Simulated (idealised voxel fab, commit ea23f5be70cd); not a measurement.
Title: Process Module voxel wiring stack
The cross-section on display is named cut; it measures 275 nm wide, and its cells are 5 nm squares.
Cross-section, as written here: a square-cell grid given band by band from the top down, where a band holds one or more rows of cells. Band entry format. Leading values: height of top, height of bottom, nm. Remainder: materials in left-to-right order, each with its width in nm. Special words: "edge to edge" on a single material, which then fills the band edge to edge; "air", empty space. Convention: height 0 is the level below which the wafer, as received, is all one material. The lowest band does not terminate at the bottom but continues downward, represented as "0..down". Top row gets the first number, bottom row gets the second, and each row in between changes by the same step: that is how a band width like "30->40" works. Step marked "nothing was modified"? Then no cell in the cross-section changed in it. For the entry "Fully enclosed voids", the listed items are empty spaces with no open way to the top whose size is 8 cells or more; each item follows the pattern width x height at distance, where distance is from the left edge and all three are in nm. On a step's line, text after the settings is the simulator commenting on that step. "overlay nm" denotes, for a step that has a mask, the displacement of the mask to the right of its planned place, with negative values corresponding to the left. Pairs, read this way: before one process step on the one hand, after it on the other, the after cross-section ending at the lowest band that changed; the step between, settings included, beneath. Same starting wafer throughout, but possibly different runs of this module, so no pair continues from the pair above unless its entry headed "State before" says so.
# State before
> 120..100  SiO2 65 nm; air 20 nm; SiO2 20 nm; air 20 nm; SiO2 20 nm; air 20 nm; SiO2 20 nm; air 20 nm; SiO2 70 nm
> 100..85  SiO2 edge to edge
> 85..80  SiCN edge to edge
> 80..65  lowk 65 nm; TiN 5 nm; Ru 10 nm; TiN 5 nm; lowk 20 nm; TiN 5 nm; Ru 10 nm; TiN 5 nm; lowk 20 nm; TiN 5 nm; Ru 10 nm; TiN 5 nm; lowk 20 nm; TiN 5 nm; Ru 10 nm; TiN 5 nm; lowk 70 nm
> 65..60  lowk 65 nm; TiN 5 nm; Ru 5 nm; TiN 10 nm; lowk 20 nm; TiN 20 nm; lowk 20 nm; TiN 5 nm; Ru 5 nm; TiN 10 nm; lowk 20 nm; TiN 20 nm; lowk 70 nm
> 60..50  lowk 65 nm; TiN 5 nm; Ru 5 nm; TiN 5 nm; lowk 65 nm; TiN 5 nm; Ru 5 nm; TiN 5 nm; lowk 115 nm
> 50..45  SiCN 65 nm; TiN 15 nm; SiCN 65 nm; TiN 15 nm; SiCN 115 nm
> 45..20  SiO2 65 nm; Ru 20 nm; SiO2 20 nm; Ru 20 nm; SiO2 20 nm; Ru 20 nm; SiO2 20 nm; Ru 20 nm; SiO2 70 nm
> 20..15  SiO2 65 nm; TiN 20 nm; SiO2 20 nm; TiN 20 nm; SiO2 20 nm; TiN 20 nm; SiO2 20 nm; TiN 20 nm; SiO2 70 nm
> 15..0  SiO2 edge to edge
> 0..down  Si edge to edge
> Fully enclosed voids: none
# Cross-Section Thereafter
> 120..105  SiO2 60 nm; air 25 nm; SiO2 20 nm; air 20 nm; SiO2 15 nm; air 25 nm; SiO2 20 nm; air 20 nm; SiO2 70 nm
> 105..100  SiO2 65 nm; air 20 nm; SiO2 20 nm; air 20 nm; SiO2 20 nm; air 20 nm; SiO2 20 nm; air 20 nm; SiO2 70 nm
> 100..85  SiO2 65 nm; air 20 nm; SiO2 60 nm; air 20 nm; SiO2 110 nm
> Under the height 85 nothing was changed.
> Fully enclosed voids: none
Process step bridging the above cross-sections: MASKED_ETCH | tone open | mask id METAL_3_HOLES | width nm 25 | pitch nm 80 | etch materials SiO2 | depth nm 15 | overlay nm 0
State before: The prior state of this step coincides with the post-step cross-section of the pair just above.
# Cross-Section Thereafter
> 120..105  SiO2 60 nm; air 25 nm; SiO2 20 nm; air 20 nm; SiO2 15 nm; air 25 nm; SiO2 20 nm; air 20 nm; SiO2 70 nm
> 105..100  SiO2 65 nm; air 20 nm; SiO2 20 nm; air 20 nm; SiO2 20 nm; air 20 nm; SiO2 20 nm; air 20 nm; SiO2 70 nm
> 100..85  SiO2 65 nm; air 20 nm; SiO2 60 nm; air 20 nm; SiO2 110 nm
> 85..80  SiCN 65 nm; air 15 nm; SiCN 65 nm; air 15 nm; SiCN 115 nm
> Under the height 80 nothing was changed.
> Fully enclosed voids: none
Process step bridging the above cross-sections: MASKED_ETCH | tone open | mask id METAL_3_HOLES | width nm 15 | pitch nm 80 | etch materials SiCN | depth nm 5 | overlay nm 0
State before: The prior state of this step coincides with the post-step cross-section of the pair just above.
# Cross-Section Thereafter
> 125..120  TiN 65 nm; air 15 nm; TiN 30 nm; air 10 nm; TiN 25 nm; air 15 nm; TiN 30 nm; air 10 nm; TiN 75 nm
> 120..110  SiO2 60 nm; TiN 5 nm; air 15 nm; TiN 5 nm; SiO2 20 nm; TiN 5 nm; air 10 nm; TiN 5 nm; SiO2 15 nm; TiN 5 nm; air 15 nm; TiN 5 nm; SiO2 20 nm; TiN 5 nm; air 10 nm; TiN 5 nm; SiO2 70 nm
> 110..105  SiO2 60 nm; TiN 10 nm; air 10 nm; TiN 5 nm; SiO2 20 nm; TiN 5 nm; air 10 nm; TiN 5 nm; SiO2 15 nm; TiN 10 nm; air 10 nm; TiN 5 nm; SiO2 20 nm; TiN 5 nm; air 10 nm; TiN 5 nm; SiO2 70 nm
> 105..100  SiO2 65 nm; TiN 5 nm; air 10 nm; TiN 5 nm; SiO2 20 nm; TiN 20 nm; SiO2 20 nm; TiN 5 nm; air 10 nm; TiN 5 nm; SiO2 20 nm; TiN 20 nm; SiO2 70 nm
> 100..90  SiO2 65 nm; TiN 5 nm; air 10 nm; TiN 5 nm; SiO2 60 nm; TiN 5 nm; air 10 nm; TiN 5 nm; SiO2 110 nm
> 90..85  SiO2 65 nm; TiN 5 nm; air 5 nm; TiN 10 nm; SiO2 60 nm; TiN 5 nm; air 5 nm; TiN 10 nm; SiO2 110 nm
> 85..80  SiCN 65 nm; TiN 15 nm; SiCN 65 nm; TiN 15 nm; SiCN 115 nm
> Under the height 80 nothing was changed.
> Fully enclosed voids: none
Process step bridging the above cross-sections: CONFORMAL_DEP | material TiN | thk nm 5
State before: The prior state of this step coincides with the post-step cross-section of the pair just above.
# Cross-Section Thereafter
> 135..125  Cu edge to edge
> 125..120  TiN 65 nm; Cu 15 nm; TiN 30 nm; Cu 10 nm; TiN 25 nm; Cu 15 nm; TiN 30 nm; Cu 10 nm; TiN 75 nm
> 120..110  SiO2 60 nm; TiN 5 nm; Cu 15 nm; TiN 5 nm; SiO2 20 nm; TiN 5 nm; Cu 10 nm; TiN 5 nm; SiO2 15 nm; TiN 5 nm; Cu 15 nm; TiN 5 nm; SiO2 20 nm; TiN 5 nm; Cu 10 nm; TiN 5 nm; SiO2 70 nm
> 110..105  SiO2 60 nm; TiN 10 nm; Cu 10 nm; TiN 5 nm; SiO2 20 nm; TiN 5 nm; Cu 10 nm; TiN 5 nm; SiO2 15 nm; TiN 10 nm; Cu 10 nm; TiN 5 nm; SiO2 20 nm; TiN 5 nm; Cu 10 nm; TiN 5 nm; SiO2 70 nm
> 105..100  SiO2 65 nm; TiN 5 nm; Cu 10 nm; TiN 5 nm; SiO2 20 nm; TiN 20 nm; SiO2 20 nm; TiN 5 nm; Cu 10 nm; TiN 5 nm; SiO2 20 nm; TiN 20 nm; SiO2 70 nm
> 100..90  SiO2 65 nm; TiN 5 nm; Cu 10 nm; TiN 5 nm; SiO2 60 nm; TiN 5 nm; Cu 10 nm; TiN 5 nm; SiO2 110 nm
> 90..85  SiO2 65 nm; TiN 5 nm; Cu 5 nm; TiN 10 nm; SiO2 60 nm; TiN 5 nm; Cu 5 nm; TiN 10 nm; SiO2 110 nm
> Under the height 85 nothing was changed.
> Fully enclosed voids: none
Process step bridging the above cross-sections: FILL_DEP | material Cu | thk nm 10
State before: The prior state of this step coincides with the post-step cross-section of the pair just above.
# Cross-Section Thereafter
> 120..110  SiO2 60 nm; TiN 5 nm; Cu 15 nm; TiN 5 nm; SiO2 20 nm; TiN 5 nm; Cu 10 nm; TiN 5 nm; SiO2 15 nm; TiN 5 nm; Cu 15 nm; TiN 5 nm; SiO2 20 nm; TiN 5 nm; Cu 10 nm; TiN 5 nm; SiO2 70 nm
> Under the height 110 nothing was changed.
> Fully enclosed voids: none
Process step bridging the above cross-sections: CMP | height nm 120
State before: The prior state of this step coincides with the post-step cross-section of the pair just above.
# Cross-Section Thereafter
> 125..120  SiN edge to edge
> Under the height 120 nothing was changed.
> Fully enclosed voids: none
Process step bridging the above cross-sections: CONFORMAL_DEP | material SiN | thk nm 5
# State before
> 60..45  aC edge to edge
> 45..20  Ru edge to edge
> 20..15  TiN edge to edge
> 15..0  SiO2 edge to edge
> 0..down  Si edge to edge
> Fully enclosed voids: none
# Cross-Section Thereafter
> 90..60  air 75 nm; resist 20 nm; air 20 nm; resist 20 nm; air 20 nm; resist 20 nm; air 20 nm; resist 20 nm; air 60 nm
> Under the height 60 nothing was changed.
> Fully enclosed voids: none
Process step bridging the above cross-sections: PATTERN | tone cover | mask id METAL_1 | material resist | width nm 20 | pitch nm 40 | thk nm 30 | overlay nm 10
State before: The prior state of this step coincides with the post-step cross-section of the pair just above.
# Cross-Section Thereafter
> 75..60  air 75 nm; resist 20 nm; air 20 nm; resist 20 nm; air 20 nm; resist 20 nm; air 20 nm; resist 20 nm; air 60 nm
> 60..45  air 75 nm; aC 20 nm; air 20 nm; aC 20 nm; air 20 nm; aC 20 nm; air 20 nm; aC 20 nm; air 60 nm
> Under the height 45 nothing was changed.
> Fully enclosed voids: none
Process step bridging the above cross-sections: DIRECTIONAL_ETCH | etch materials aC | depth nm 15
State before: The prior state of this step coincides with the post-step cross-section of the pair just above.
# Cross-Section Thereafter
> 60..45  air 75 nm; aC 20 nm; air 20 nm; aC 20 nm; air 20 nm; aC 20 nm; air 20 nm; aC 20 nm; air 60 nm
> Under the height 45 nothing was changed.
> Fully enclosed voids: none
Process step bridging the above cross-sections: STRIP | etch materials resist
State before: The prior state of this step coincides with the post-step cross-section of the pair just above.
# Cross-Section Thereafter
> 60..45  air 75 nm; aC 20 nm; air 20 nm; aC 20 nm; air 20 nm; aC 20 nm; air 20 nm; aC 20 nm; air 60 nm
> 45..20  air 75 nm; Ru 20 nm; air 20 nm; Ru 20 nm; air 20 nm; Ru 20 nm; air 20 nm; Ru 20 nm; air 60 nm
> Under the height 20 nothing was changed.
> Fully enclosed voids: none
Process step bridging the above cross-sections: DIRECTIONAL_ETCH | etch materials Ru | depth nm 25
State before: The prior state of this step coincides with the post-step cross-section of the pair just above.
# Cross-Section Thereafter
> 60..45  air 75 nm; aC 20 nm; air 20 nm; aC 20 nm; air 20 nm; aC 20 nm; air 20 nm; aC 20 nm; air 60 nm
> 45..20  air 75 nm; Ru 20 nm; air 20 nm; Ru 20 nm; air 20 nm; Ru 20 nm; air 20 nm; Ru 20 nm; air 60 nm
> 20..15  air 75 nm; TiN 20 nm; air 20 nm; TiN 20 nm; air 20 nm; TiN 20 nm; air 20 nm; TiN 20 nm; air 60 nm
> Under the height 15 nothing was changed.
> Fully enclosed voids: none
Process step bridging the above cross-sections: DIRECTIONAL_ETCH | etch materials TiN | depth nm 5
State before: The prior state of this step coincides with the post-step cross-section of the pair just above.
# Cross-Section Thereafter
> 45..20  air 75 nm; Ru 20 nm; air 20 nm; Ru 20 nm; air 20 nm; Ru 20 nm; air 20 nm; Ru 20 nm; air 60 nm
> Under the height 20 nothing was changed.
> Fully enclosed voids: none
Process step bridging the above cross-sections: STRIP | etch materials aC
State before: The prior state of this step coincides with the post-step cross-section of the pair just above.
# Cross-Section Thereafter
> 50..45  SiO2 edge to edge
> 45..20  SiO2 75 nm; Ru 20 nm; SiO2 20 nm; Ru 20 nm; SiO2 20 nm; Ru 20 nm; SiO2 20 nm; Ru 20 nm; SiO2 60 nm
> 20..15  SiO2 75 nm; TiN 20 nm; SiO2 20 nm; TiN 20 nm; SiO2 20 nm; TiN 20 nm; SiO2 20 nm; TiN 20 nm; SiO2 60 nm
> Under the height 15 nothing was changed.
> Fully enclosed voids: none
Process step bridging the above cross-sections: FILL_DEP | material SiO2 | thk nm 5
State before: The prior state of this step coincides with the post-step cross-section of the pair just above.
# Cross-Section Thereafter
> 45..20  SiO2 75 nm; Ru 20 nm; SiO2 20 nm; Ru 20 nm; SiO2 20 nm; Ru 20 nm; SiO2 20 nm; Ru 20 nm; SiO2 60 nm
> Under the height 20 nothing was changed.
> Fully enclosed voids: none
Process step bridging the above cross-sections: CMP | height nm 45
State before: The prior state of this step coincides with the post-step cross-section of the pair just above.
# Cross-Section Thereafter
> 50..45  SiCN edge to edge
> Under the height 45 nothing was changed.
> Fully enclosed voids: none
Process step bridging the above cross-sections: CONFORMAL_DEP | material SiCN | thk nm 5
State before: The prior state of this step coincides with the post-step cross-section of the pair just above.
# Cross-Section Thereafter
> 80..50  lowk edge to edge
> Under the height 50 nothing was changed.
> Fully enclosed voids: none
Process step bridging the above cross-sections: DIRECTIONAL_DEP | material lowk | thk nm 30
State before: The prior state of this step coincides with the post-step cross-section of the pair just above.
# Cross-Section Thereafter
> 95..80  resist 65 nm; air 15 nm; resist 65 nm; air 15 nm; resist 115 nm
> Under the height 80 nothing was changed.
> Fully enclosed voids: none
Process step bridging the above cross-sections: PATTERN | tone open | mask id METAL_2_HOLES | material resist | width nm 15 | pitch nm 80 | thk nm 15 | overlay nm 0
State before: The prior state of this step coincides with the post-step cross-section of the pair just above.
# Cross-Section Thereafter
> 95..80  resist 65 nm; air 15 nm; resist 65 nm; air 15 nm; resist 115 nm
> 80..50  lowk 65 nm; air 15 nm; lowk 65 nm; air 15 nm; lowk 115 nm
> Under the height 50 nothing was changed.
> Fully enclosed voids: none
Process step bridging the above cross-sections: DIRECTIONAL_ETCH | etch materials lowk | depth nm 30
State before: The prior state of this step coincides with the post-step cross-section of the pair just above.
# Cross-Section Thereafter
> 80..50  lowk 65 nm; air 15 nm; lowk 65 nm; air 15 nm; lowk 115 nm
> Under the height 50 nothing was changed.
> Fully enclosed voids: none
Process step bridging the above cross-sections: STRIP | etch materials resist
State before: The prior state of this step coincides with the post-step cross-section of the pair just above.
# Cross-Section Thereafter
> 95..80  resist 65 nm; air 20 nm; resist 20 nm; air 20 nm; resist 20 nm; air 20 nm; resist 20 nm; air 20 nm; resist 70 nm
> Under the height 80 nothing was changed.
> Fully enclosed voids: none
Process step bridging the above cross-sections: PATTERN | tone open | mask id METAL_2 | material resist | width nm 20 | pitch nm 40 | thk nm 15 | overlay nm 0
State before: The prior state of this step coincides with the post-step cross-section of the pair just above.
# Cross-Section Thereafter
> 95..80  resist 65 nm; air 20 nm; resist 20 nm; air 20 nm; resist 20 nm; air 20 nm; resist 20 nm; air 20 nm; resist 70 nm
> 80..60  lowk 65 nm; air 20 nm; lowk 20 nm; air 20 nm; lowk 20 nm; air 20 nm; lowk 20 nm; air 20 nm; lowk 70 nm
> Under the height 60 nothing was changed.
> Fully enclosed voids: none
Process step bridging the above cross-sections: DIRECTIONAL_ETCH | etch materials lowk | depth nm 20
State before: The prior state of this step coincides with the post-step cross-section of the pair just above.
# Cross-Section Thereafter
> 95..80  resist 65 nm; air 20 nm; resist 20 nm; air 20 nm; resist 20 nm; air 20 nm; resist 20 nm; air 20 nm; resist 70 nm
> 80..60  lowk 65 nm; air 20 nm; lowk 20 nm; air 20 nm; lowk 20 nm; air 20 nm; lowk 20 nm; air 20 nm; lowk 70 nm
> 60..50  lowk 65 nm; air 15 nm; lowk 65 nm; air 15 nm; lowk 115 nm
> 50..45  SiCN 65 nm; air 15 nm; SiCN 65 nm; air 15 nm; SiCN 115 nm
> Under the height 45 nothing was changed.
> Fully enclosed voids: none
Process step bridging the above cross-sections: DIRECTIONAL_ETCH | etch materials SiCN | depth nm 5
State before: The prior state of this step coincides with the post-step cross-section of the pair just above.
# Cross-Section Thereafter
> 80..60  lowk 65 nm; air 20 nm; lowk 20 nm; air 20 nm; lowk 20 nm; air 20 nm; lowk 20 nm; air 20 nm; lowk 70 nm
> Under the height 60 nothing was changed.
> Fully enclosed voids: none
Process step bridging the above cross-sections: STRIP | etch materials resist
State before: The prior state of this step coincides with the post-step cross-section of the pair just above.
# Cross-Section Thereafter
> 85..80  TiN 70 nm; air 10 nm; TiN 30 nm; air 10 nm; TiN 30 nm; air 10 nm; TiN 30 nm; air 10 nm; TiN 75 nm
> 80..65  lowk 65 nm; TiN 5 nm; air 10 nm; TiN 5 nm; lowk 20 nm; TiN 5 nm; air 10 nm; TiN 5 nm; lowk 20 nm; TiN 5 nm; air 10 nm; TiN 5 nm; lowk 20 nm; TiN 5 nm; air 10 nm; TiN 5 nm; lowk 70 nm
> 65..60  lowk 65 nm; TiN 5 nm; air 5 nm; TiN 10 nm; lowk 20 nm; TiN 20 nm; lowk 20 nm; TiN 5 nm; air 5 nm; TiN 10 nm; lowk 20 nm; TiN 20 nm; lowk 70 nm
> 60..50  lowk 65 nm; TiN 5 nm; air 5 nm; TiN 5 nm; lowk 65 nm; TiN 5 nm; air 5 nm; TiN 5 nm; lowk 115 nm
> 50..45  SiCN 65 nm; TiN 15 nm; SiCN 65 nm; TiN 15 nm; SiCN 115 nm
> Under the height 45 nothing was changed.
> Fully enclosed voids: none
Process step bridging the above cross-sections: CONFORMAL_DEP | material TiN | thk nm 5
State before: The prior state of this step coincides with the post-step cross-section of the pair just above.
# Cross-Section Thereafter
> 90..85  Ru edge to edge
> 85..80  TiN 70 nm; Ru 10 nm; TiN 30 nm; Ru 10 nm; TiN 30 nm; Ru 10 nm; TiN 30 nm; Ru 10 nm; TiN 75 nm
> 80..65  lowk 65 nm; TiN 5 nm; Ru 10 nm; TiN 5 nm; lowk 20 nm; TiN 5 nm; Ru 10 nm; TiN 5 nm; lowk 20 nm; TiN 5 nm; Ru 10 nm; TiN 5 nm; lowk 20 nm; TiN 5 nm; Ru 10 nm; TiN 5 nm; lowk 70 nm
> 65..60  lowk 65 nm; TiN 5 nm; Ru 5 nm; TiN 10 nm; lowk 20 nm; TiN 20 nm; lowk 20 nm; TiN 5 nm; Ru 5 nm; TiN 10 nm; lowk 20 nm; TiN 20 nm; lowk 70 nm
> 60..50  lowk 65 nm; TiN 5 nm; Ru 5 nm; TiN 5 nm; lowk 65 nm; TiN 5 nm; Ru 5 nm; TiN 5 nm; lowk 115 nm
> Under the height 50 nothing was changed.
> Fully enclosed voids: none
Process step bridging the above cross-sections: FILL_DEP | material Ru | thk nm 5
State before: The prior state of this step coincides with the post-step cross-section of the pair just above.
# Cross-Section Thereafter
> 80..65  lowk 65 nm; TiN 5 nm; Ru 10 nm; TiN 5 nm; lowk 20 nm; TiN 5 nm; Ru 10 nm; TiN 5 nm; lowk 20 nm; TiN 5 nm; Ru 10 nm; TiN 5 nm; lowk 20 nm; TiN 5 nm; Ru 10 nm; TiN 5 nm; lowk 70 nm
> Under the height 65 nothing was changed.
> Fully enclosed voids: none
Process step bridging the above cross-sections: CMP | height nm 80
State before: The prior state of this step coincides with the post-step cross-section of the pair just above.
# Cross-Section Thereafter
> 85..80  SiCN edge to edge
> Under the height 80 nothing was changed.
> Fully enclosed voids: none
Process step bridging the above cross-sections: CONFORMAL_DEP | material SiCN | thk nm 5
State before: The prior state of this step coincides with the post-step cross-section of the pair just above.
# Cross-Section Thereafter
> 120..85  SiO2 edge to edge
> Under the height 85 nothing was changed.
> Fully enclosed voids: none
Process step bridging the above cross-sections: DIRECTIONAL_DEP | material SiO2 | thk nm 35
State before: The prior state of this step coincides with the post-step cross-section of the pair just above.
# Cross-Section Thereafter
> 130..120  aC edge to edge
> Under the height 120 nothing was changed.
> Fully enclosed voids: none
Process step bridging the above cross-sections: DIRECTIONAL_DEP | material aC | thk nm 10
State before: The prior state of this step coincides with the post-step cross-section of the pair just above.
# Cross-Section Thereafter
> 160..130  resist 65 nm; air 20 nm; resist 20 nm; air 20 nm; resist 20 nm; air 20 nm; resist 20 nm; air 20 nm; resist 70 nm
> Under the height 130 nothing was changed.
> Fully enclosed voids: none
Process step bridging the above cross-sections: PATTERN | tone open | mask id METAL_3 | material resist | width nm 20 | pitch nm 40 | thk nm 30 | overlay nm 0
State before: The prior state of this step coincides with the post-step cross-section of the pair just above.
# Cross-Section Thereafter
> 150..130  resist 65 nm; air 20 nm; resist 20 nm; air 20 nm; resist 20 nm; air 20 nm; resist 20 nm; air 20 nm; resist 70 nm
> 130..120  aC 65 nm; air 20 nm; aC 20 nm; air 20 nm; aC 20 nm; air 20 nm; aC 20 nm; air 20 nm; aC 70 nm
> Under the height 120 nothing was changed.
> Fully enclosed voids: none
Process step bridging the above cross-sections: DIRECTIONAL_ETCH | etch materials aC | depth nm 10
State before: The prior state of this step coincides with the post-step cross-section of the pair just above.
# Cross-Section Thereafter
> 130..120  aC 65 nm; air 20 nm; aC 20 nm; air 20 nm; aC 20 nm; air 20 nm; aC 20 nm; air 20 nm; aC 70 nm
> Under the height 120 nothing was changed.
> Fully enclosed voids: none
Process step bridging the above cross-sections: STRIP | etch materials resist
State before: The prior state of this step coincides with the post-step cross-section of the pair just above.
# Cross-Section Thereafter
> 130..120  aC 65 nm; air 20 nm; aC 20 nm; air 20 nm; aC 20 nm; air 20 nm; aC 20 nm; air 20 nm; aC 70 nm
> 120..100  SiO2 65 nm; air 20 nm; SiO2 20 nm; air 20 nm; SiO2 20 nm; air 20 nm; SiO2 20 nm; air 20 nm; SiO2 70 nm
> Under the height 100 nothing was changed.
> Fully enclosed voids: none
Process step bridging the above cross-sections: DIRECTIONAL_ETCH | etch materials SiO2 | depth nm 20
State before: The prior state of this step coincides with the post-step cross-section of the pair just above.
# Cross-Section Thereafter
> 120..100  SiO2 65 nm; air 20 nm; SiO2 20 nm; air 20 nm; SiO2 20 nm; air 20 nm; SiO2 20 nm; air 20 nm; SiO2 70 nm
> Under the height 100 nothing was changed.
> Fully enclosed voids: none
Process step bridging the above cross-sections: STRIP | etch materials aC
State before: The prior state of this step coincides with the post-step cross-section of the pair just above.
# Cross-Section Thereafter
> 120..100  SiO2 65 nm; air 20 nm; SiO2 20 nm; air 20 nm; SiO2 20 nm; air 20 nm; SiO2 20 nm; air 20 nm; SiO2 70 nm
> 100..85  SiO2 65 nm; air 15 nm; SiO2 65 nm; air 15 nm; SiO2 115 nm
> Under the height 85 nothing was changed.
> Fully enclosed voids: none
Process step bridging the above cross-sections: MASKED_ETCH | tone open | mask id METAL_3_HOLES | width nm 15 | pitch nm 80 | etch materials SiO2 | depth nm 15 | overlay nm 0
State before: The prior state of this step coincides with the post-step cross-section of the pair just above.
# Cross-Section Thereafter
> 120..100  SiO2 65 nm; air 20 nm; SiO2 20 nm; air 20 nm; SiO2 20 nm; air 20 nm; SiO2 20 nm; air 20 nm; SiO2 70 nm
> 100..85  SiO2 65 nm; air 15 nm; SiO2 65 nm; air 15 nm; SiO2 115 nm
> 85..80  SiCN 65 nm; air 15 nm; SiCN 65 nm; air 15 nm; SiCN 115 nm
> Under the height 80 nothing was changed.
> Fully enclosed voids: none
Process step bridging the above cross-sections: MASKED_ETCH | tone open | mask id METAL_3_HOLES | width nm 15 | pitch nm 80 | etch materials SiCN | depth nm 5 | overlay nm 0
State before: The prior state of this step coincides with the post-step cross-section of the pair just above.
# Cross-Section Thereafter
> 125..120  TiN 70 nm; air 10 nm; TiN 30 nm; air 10 nm; TiN 30 nm; air 10 nm; TiN 30 nm; air 10 nm; TiN 75 nm
> 120..105  SiO2 65 nm; TiN 5 nm; air 10 nm; TiN 5 nm; SiO2 20 nm; TiN 5 nm; air 10 nm; TiN 5 nm; SiO2 20 nm; TiN 5 nm; air 10 nm; TiN 5 nm; SiO2 20 nm; TiN 5 nm; air 10 nm; TiN 5 nm; SiO2 70 nm
> 105..100  SiO2 65 nm; TiN 5 nm; air 5 nm; TiN 10 nm; SiO2 20 nm; TiN 20 nm; SiO2 20 nm; TiN 5 nm; air 5 nm; TiN 10 nm; SiO2 20 nm; TiN 20 nm; SiO2 70 nm
> 100..85  SiO2 65 nm; TiN 5 nm; air 5 nm; TiN 5 nm; SiO2 65 nm; TiN 5 nm; air 5 nm; TiN 5 nm; SiO2 115 nm
> 85..80  SiCN 65 nm; TiN 15 nm; SiCN 65 nm; TiN 15 nm; SiCN 115 nm
> Under the height 80 nothing was changed.
> Fully enclosed voids: none
Process step bridging the above cross-sections: CONFORMAL_DEP | material TiN | thk nm 5
State before: The prior state of this step coincides with the post-step cross-section of the pair just above.
# Cross-Section Thereafter
> 135..125  Cu edge to edge
> 125..120  TiN 70 nm; Cu 10 nm; TiN 30 nm; Cu 10 nm; TiN 30 nm; Cu 10 nm; TiN 30 nm; Cu 10 nm; TiN 75 nm
> 120..105  SiO2 65 nm; TiN 5 nm; Cu 10 nm; TiN 5 nm; SiO2 20 nm; TiN 5 nm; Cu 10 nm; TiN 5 nm; SiO2 20 nm; TiN 5 nm; Cu 10 nm; TiN 5 nm; SiO2 20 nm; TiN 5 nm; Cu 10 nm; TiN 5 nm; SiO2 70 nm
> 105..100  SiO2 65 nm; TiN 5 nm; Cu 5 nm; TiN 10 nm; SiO2 20 nm; TiN 20 nm; SiO2 20 nm; TiN 5 nm; Cu 5 nm; TiN 10 nm; SiO2 20 nm; TiN 20 nm; SiO2 70 nm
> 100..85  SiO2 65 nm; TiN 5 nm; Cu 5 nm; TiN 5 nm; SiO2 65 nm; TiN 5 nm; Cu 5 nm; TiN 5 nm; SiO2 115 nm
> Under the height 85 nothing was changed.
> Fully enclosed voids: none
Process step bridging the above cross-sections: FILL_DEP | material Cu | thk nm 10
State before: The prior state of this step coincides with the post-step cross-section of the pair just above.
# Cross-Section Thereafter
> 120..105  SiO2 65 nm; TiN 5 nm; Cu 10 nm; TiN 5 nm; SiO2 20 nm; TiN 5 nm; Cu 10 nm; TiN 5 nm; SiO2 20 nm; TiN 5 nm; Cu 10 nm; TiN 5 nm; SiO2 20 nm; TiN 5 nm; Cu 10 nm; TiN 5 nm; SiO2 70 nm
> Under the height 105 nothing was changed.
> Fully enclosed voids: none
Process step bridging the above cross-sections: CMP | height nm 120
State before: The prior state of this step coincides with the post-step cross-section of the pair just above.
# Cross-Section Thereafter
> 125..120  SiN edge to edge
> Under the height 120 nothing was changed.
> Fully enclosed voids: none
Process step bridging the above cross-sections: CONFORMAL_DEP | material SiN | thk nm 5
# State before
> 45..20  air 65 nm; Ru 20 nm; air 20 nm; Ru 20 nm; air 20 nm; Ru 20 nm; air 20 nm; Ru 20 nm; air 70 nm
> 20..15  air 65 nm; TiN 20 nm; air 20 nm; TiN 20 nm; air 20 nm; TiN 20 nm; air 20 nm; TiN 20 nm; air 70 nm
> 15..0  SiO2 edge to edge
> 0..down  Si edge to edge
> Fully enclosed voids: none
# Cross-Section Thereafter
> 50..45  Cu edge to edge
> 45..20  Cu 65 nm; Ru 20 nm; Cu 20 nm; Ru 20 nm; Cu 20 nm; Ru 20 nm; Cu 20 nm; Ru 20 nm; Cu 70 nm
> 20..15  Cu 65 nm; TiN 20 nm; Cu 20 nm; TiN 20 nm; Cu 20 nm; TiN 20 nm; Cu 20 nm; TiN 20 nm; Cu 70 nm
> Under the height 15 nothing was changed.
> Fully enclosed voids: none
Process step bridging the above cross-sections: FILL_DEP | material Cu | thk nm 5
State before: The prior state of this step coincides with the post-step cross-section of the pair just above.
# Cross-Section Thereafter
> 45..20  Cu 65 nm; Ru 20 nm; Cu 20 nm; Ru 20 nm; Cu 20 nm; Ru 20 nm; Cu 20 nm; Ru 20 nm; Cu 70 nm
> Under the height 20 nothing was changed.
> Fully enclosed voids: none
Process step bridging the above cross-sections: CMP | height nm 45
State before: The prior state of this step coincides with the post-step cross-section of the pair just above.
# Cross-Section Thereafter
> 50..45  SiCN edge to edge
> Under the height 45 nothing was changed.
> Fully enclosed voids: none
Process step bridging the above cross-sections: CONFORMAL_DEP | material SiCN | thk nm 5
State before: The prior state of this step coincides with the post-step cross-section of the pair just above.
# Cross-Section Thereafter
> 80..50  lowk edge to edge
> Under the height 50 nothing was changed.
> Fully enclosed voids: none
Process step bridging the above cross-sections: DIRECTIONAL_DEP | material lowk | thk nm 30
State before: The prior state of this step coincides with the post-step cross-section of the pair just above.
# Cross-Section Thereafter
> 95..80  resist 65 nm; air 15 nm; resist 65 nm; air 15 nm; resist 115 nm
> Under the height 80 nothing was changed.
> Fully enclosed voids: none
Process step bridging the above cross-sections: PATTERN | tone open | mask id METAL_2_HOLES | material resist | width nm 15 | pitch nm 80 | thk nm 15 | overlay nm 0
State before: The prior state of this step coincides with the post-step cross-section of the pair just above.
# Cross-Section Thereafter
> 95..80  resist 65 nm; air 15 nm; resist 65 nm; air 15 nm; resist 115 nm
> 80..50  lowk 65 nm; air 15 nm; lowk 65 nm; air 15 nm; lowk 115 nm
> Under the height 50 nothing was changed.
> Fully enclosed voids: none
Process step bridging the above cross-sections: DIRECTIONAL_ETCH | etch materials lowk | depth nm 30
State before: The prior state of this step coincides with the post-step cross-section of the pair just above.
# Cross-Section Thereafter
> 80..50  lowk 65 nm; air 15 nm; lowk 65 nm; air 15 nm; lowk 115 nm
> Under the height 50 nothing was changed.
> Fully enclosed voids: none
Process step bridging the above cross-sections: STRIP | etch materials resist
State before: The prior state of this step coincides with the post-step cross-section of the pair just above.
# Cross-Section Thereafter
> 95..80  resist 65 nm; air 20 nm; resist 20 nm; air 20 nm; resist 20 nm; air 20 nm; resist 20 nm; air 20 nm; resist 70 nm
> Under the height 80 nothing was changed.
> Fully enclosed voids: none
Process step bridging the above cross-sections: PATTERN | tone open | mask id METAL_2 | material resist | width nm 20 | pitch nm 40 | thk nm 15 | overlay nm 0
State before: The prior state of this step coincides with the post-step cross-section of the pair just above.
# Cross-Section Thereafter
> 95..80  resist 65 nm; air 20 nm; resist 20 nm; air 20 nm; resist 20 nm; air 20 nm; resist 20 nm; air 20 nm; resist 70 nm
> 80..60  lowk 65 nm; air 20 nm; lowk 20 nm; air 20 nm; lowk 20 nm; air 20 nm; lowk 20 nm; air 20 nm; lowk 70 nm
> Under the height 60 nothing was changed.
> Fully enclosed voids: none
Process step bridging the above cross-sections: DIRECTIONAL_ETCH | etch materials lowk | depth nm 20
